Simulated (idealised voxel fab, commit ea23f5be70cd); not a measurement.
The process module that follows is named voxel double patterning.
The cross-section on display is named cut; it measures 290 nm wide, and its cells are 5 nm squares.
When this document writes out a cross-section, it uses a grid of square cells and lists it as bands, beginning at the top and moving down, with a band standing for one or more rows of cells.
First you get the band's top height and its bottom height, in nm, and then the materials it's made of, left to right, with each width in nm. If you see a single material with "edge to edge", that one covers the band edge to edge. "air" is empty space.
For the purposes of this specification, 0 denotes the height below which the wafer in its as-received condition is composed wholly of one material, and the lowermost band, lacking a lower limit, extends downward without end, as expressed in "0 nm and below".
Width spec "30->40" -> top row of cells at first value, bottom row at second value, equal per-row change in between.
"identical to before" (step): cross-section cells unchanged, all of them.
Entry "Closed cavity list" = empty spaces >= 8 cells with no open way to the top; each as width x height at distance, distance from left edge, all nm.
Heads up: the bit after the settings on a step's line is the simulator's remark on that step.
When a step includes a mask, the "overlay nm" setting on its line states how far to the right of its planned place that mask lay, and negative values state how far to the left.
PROCESS STEPS (PLANNED)
step 1: RECEIVE: material Si
step 2: CONFORMAL_DEP: material SiO2, thk nm 5
step 3: DIRECTIONAL_DEP: material TiN, thk nm 10
step 4: DIRECTIONAL_DEP: material SiCN, thk nm 5
step 5: MASKED_ETCH: tone open, mask id FIRST, width nm 15, pitch nm 50, etch materials SiCN, depth nm 5, overlay nm 0
step 6: MASKED_ETCH: tone open, mask id SECOND, width nm 15, pitch nm 50, etch materials SiCN, depth nm 5, overlay nm 0
step 7: DIRECTIONAL_ETCH: etch materials TiN, depth nm 10
step 8: STRIP: etch materials SiCN
BELOW: THE FIRST OF TWO WAFERS, RUN AS PLANNED
CROSS-SECTION OF THE WAFER AT RECEIPT, WHICH IS THE CONDITION AFTER STEP 1
0 nm and below = Si edge to edge
Closed cavity list: none
PRESENTED HERE IS A CROSS-SECTION OF THE WAFER AFTER STEP 2 HAS BEEN PERFORMED
5 nm to 0 nm = SiO2 edge to edge
Under 0: no change, same as before.
PRESENTED HERE IS A CROSS-SECTION OF THE WAFER AFTER STEP 3 HAS BEEN PERFORMED
15 nm to 5 nm = TiN edge to edge
Under 5: no change, same as before.
PRESENTED HERE IS A CROSS-SECTION OF THE WAFER AFTER STEP 4 HAS BEEN PERFORMED
20 nm to 15 nm = SiCN edge to edge
Under 15: no change, same as before.
PRESENTED HERE IS A CROSS-SECTION OF THE WAFER AFTER STEP 5 HAS BEEN PERFORMED
20 nm to 15 nm = SiCN 85; air 15; SiCN 35; air 15; SiCN 35; air 15; SiCN 90
Under 15: no change, same as before.
PRESENTED HERE IS A CROSS-SECTION OF THE WAFER AFTER STEP 6 HAS BEEN PERFORMED
20 nm to 15 nm = SiCN 85; air 15; SiCN 10; air 15; SiCN 10; air 15; SiCN 10; air 15; SiCN 10; air 15; SiCN 90
Under 15: no change, same as before.
PRESENTED HERE IS A CROSS-SECTION OF THE WAFER AFTER STEP 7 HAS BEEN PERFORMED
20 nm to 15 nm = SiCN 85; air 15; SiCN 10; air 15; SiCN 10; air 15; SiCN 10; air 15; SiCN 10; air 15; SiCN 90
15 nm to 5 nm = TiN 85; air 15; TiN 10; air 15; TiN 10; air 15; TiN 10; air 15; TiN 10; air 15; TiN 90
Under 5: no change, same as before.
PRESENTED HERE IS A CROSS-SECTION OF THE WAFER AFTER STEP 8 HAS BEEN PERFORMED
15 nm to 5 nm = TiN 85; air 15; TiN 10; air 15; TiN 10; air 15; TiN 10; air 15; TiN 10; air 15; TiN 90
Under 5: no change, same as before.
OKAY, SECOND WAFER. NOTHING DIFFERENT AT THE START, NOTHING DIFFERENT IN THE PLAN, JUST ONE MISTAKE SOMEWHERE IN THE RUNNING. AS FAR AS STEP 1, COUNTING THAT STEP, IT'S THE FIRST WAFER ALL OVER AGAIN
CROSS-SECTIONAL REPRESENTATION OF THE SECOND WAFER AT THE TIME DESIGNATED IN THE PLAN FOR THE COMPLETION OF STEP 2
15 nm to 0 nm = SiO2 edge to edge
Under 0: no change, same as before.
CROSS-SECTIONAL REPRESENTATION OF THE SECOND WAFER AT THE TIME DESIGNATED IN THE PLAN FOR THE COMPLETION OF STEP 3
25 nm to 15 nm = TiN edge to edge
Under 15: no change, same as before.
CROSS-SECTIONAL REPRESENTATION OF THE SECOND WAFER AT THE TIME DESIGNATED IN THE PLAN FOR THE COMPLETION OF STEP 4
30 nm to 25 nm = SiCN edge to edge
Under 25: no change, same as before.
CROSS-SECTIONAL REPRESENTATION OF THE SECOND WAFER AT THE TIME DESIGNATED IN THE PLAN FOR THE COMPLETION OF STEP 5
30 nm to 25 nm = SiCN 85; air 15; SiCN 35; air 15; SiCN 35; air 15; SiCN 90
Under 25: no change, same as before.
CROSS-SECTIONAL REPRESENTATION OF THE SECOND WAFER AT THE TIME DESIGNATED IN THE PLAN FOR THE COMPLETION OF STEP 6
30 nm to 25 nm = SiCN 85; air 15; SiCN 10; air 15; SiCN 10; air 15; SiCN 10; air 15; SiCN 10; air 15; SiCN 90
Under 25: no change, same as before.
CROSS-SECTIONAL REPRESENTATION OF THE SECOND WAFER AT THE TIME DESIGNATED IN THE PLAN FOR THE COMPLETION OF STEP 7
30 nm to 25 nm = SiCN 85; air 15; SiCN 10; air 15; SiCN 10; air 15; SiCN 10; air 15; SiCN 10; air 15; SiCN 90
25 nm to 15 nm = TiN 85; air 15; TiN 10; air 15; TiN 10; air 15; TiN 10; air 15; TiN 10; air 15; TiN 90
Under 15: no change, same as before.
CROSS-SECTIONAL REPRESENTATION OF THE SECOND WAFER AT THE TIME DESIGNATED IN THE PLAN FOR THE COMPLETION OF STEP 8
25 nm to 15 nm = TiN 85; air 15; TiN 10; air 15; TiN 10; air 15; TiN 10; air 15; TiN 10; air 15; TiN 90
Under 15: no change, same as before.
Which mistake was made when the wafer was run? step 2 was processed under conditions differing from the plan, specifically as CONFORMAL_DEP: material SiO2, thk nm 15
Counted in cells at the end, the second wafer holds more or fewer of these materials than the first: SiO2: 116 more
